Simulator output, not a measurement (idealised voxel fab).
The process module that follows is named voxel local oxidation.
The width of the displayed cross-section, cut, is 250 nm; its cells are square, with a size of 5 nm.
A cross-section in this document is a grid of square cells, and it is written down as bands, the top band listed before the ones below it; a band is made up of one or more rows of cells.
Basically the band line says how high the top is and how high the bottom is, in nm, and then what's in it from left to right, every material with its width in nm. Empty space shows up as "air", and if a single material carries "all across" it runs the full band edge to edge.
Height datum 0, below which the as-received substrate wafer is one material. Lowest band open at the bottom, running downward: "from 0 down".
You'd read "30 to 40" like this: the band's top row of cells is as wide as the first number, its bottom row is as wide as the second, and going down, every row changes width by the same amount as the row before did.
When a step is marked "same as before", none of the cells in the cross-section changed during that step.
The list in "Sealed cavities" covers empty spaces of 8 cells or more that cannot reach the top through any open way, and it gives each as width x height at distance; the distance is from the left edge, and width, height and distance are in nm.
Step line, after settings: the simulator's comment on this step.
overlay nm: where the mask lay relative to plan, measured to the right, on steps with a mask; negatives go left.

[List of planned process steps]
1. RECEIVE,material Si
2. OXIDIZE,depth nm 5
3. CONFORMAL_DEP,material SiN,thk nm 15
4. DIRECTIONAL_DEP,material aC,thk nm 15
5. PATTERN,tone cover,mask id ACTIVE,material resist,width nm 95,thk nm 35,overlay nm 0
6. DIRECTIONAL_ETCH,etch materials aC,depth nm 15
7. STRIP,etch materials resist
8. DIRECTIONAL_ETCH,etch materials SiN,depth nm 15
9. STRIP,etch materials aC
10. SELECTIVE_ETCH,etch materials SiO2,depth nm 5
11. OXIDIZE,depth nm 10
12. STRIP,etch materials SiN

[Step 1 complete: cross-section of the wafer as received]
    from 0 down = Si all across
    Sealed cavities: none

[End-of-module cross-section. Starting structure and process plan as above; one mistake made in running it]
    from 0 to -5 = SiO2: 70  air: 105  SiO2: 75
    from -5 to -15 = Si: 60  SiO2: 125  Si: 65
    from -15 down = Si all across
    Sealed cavities: none
Against the plan, the run slipped here: step 5 off recipe, ran as PATTERN,tone open,mask id ACTIVE,material resist,width nm 95,thk nm 35,overlay nm 0
